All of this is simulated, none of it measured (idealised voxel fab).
process module | voxel spacer lines
cross-section cut | 270 nm wide | cells 5 nm
A cross-section is a grid of square cells, given in bands from the top down. A band is one or more rows of cells.
Each band's line starts with the height of the band's top and of its bottom, in nm. Then come its materials from left to right, each with its width in nm. One material with "throughout" fills the band from edge to edge. "air" is empty space.
Height 0 is the level under which the wafer as received is all one material. The lowest band goes on downwards, as in "0 down".
A width such as "30 to 40" changes by the same amount from each row of cells to the next, from the band's top row to its bottom row.
"no change" after a step means that no cell of the cross-section changed.
closed voids: empty space of 8 cells or more with no open way to the top, each as width x height at its distance from the left edge, in nm
after a step's settings: what the simulator itself notes on the step
overlay nm, on a step with a mask: how far to the right of its planned place the mask lay; to the left if negative
plan
1 op RECEIVE | material Si
2 op CONFORMAL_DEP | material Al2O3 | thk nm 10
3 op DIRECTIONAL_DEP | material polySi | thk nm 20
4 op DIRECTIONAL_DEP | material aC | thk nm 25
5 op PATTERN | tone cover | mask id MANDREL | material resist | width nm 25 | pitch nm 80 | thk nm 35 | overlay nm -15
6 op DIRECTIONAL_ETCH | etch materials aC | depth nm 25
7 op STRIP | etch materials resist
8 op CONFORMAL_DEP | material SiN | thk nm 15
9 op DIRECTIONAL_ETCH | etch materials SiN | depth nm 15
10 op STRIP | etch materials aC
11 op DIRECTIONAL_ETCH | etch materials polySi | depth nm 20
12 op STRIP | etch materials SiN
varied across the wafers: overlay nm of step 5. The plan shows the first wafer's value. All wafers start alike
first wafer as received, after step 1
  0 down: Si throughout
  closed voids: none
each wafer at the end: cells of each material gained (+) or lost (-) since it was received, then its closed voids
overlay nm -15 | +108 Al2O3 | +48 polySi | closed voids: none
overlay nm -10 | +108 Al2O3 | +48 polySi | closed voids: none
overlay nm -5 | +108 Al2O3 | +48 polySi | closed voids: none
overlay nm 0 | +108 Al2O3 | +48 polySi | closed voids: none
overlay nm 5 | +108 Al2O3 | +48 polySi | closed voids: none
overlay nm 10 | +108 Al2O3 | +48 polySi | closed voids: none
overlay nm 15 | +108 Al2O3 | +48 polySi | closed voids: none
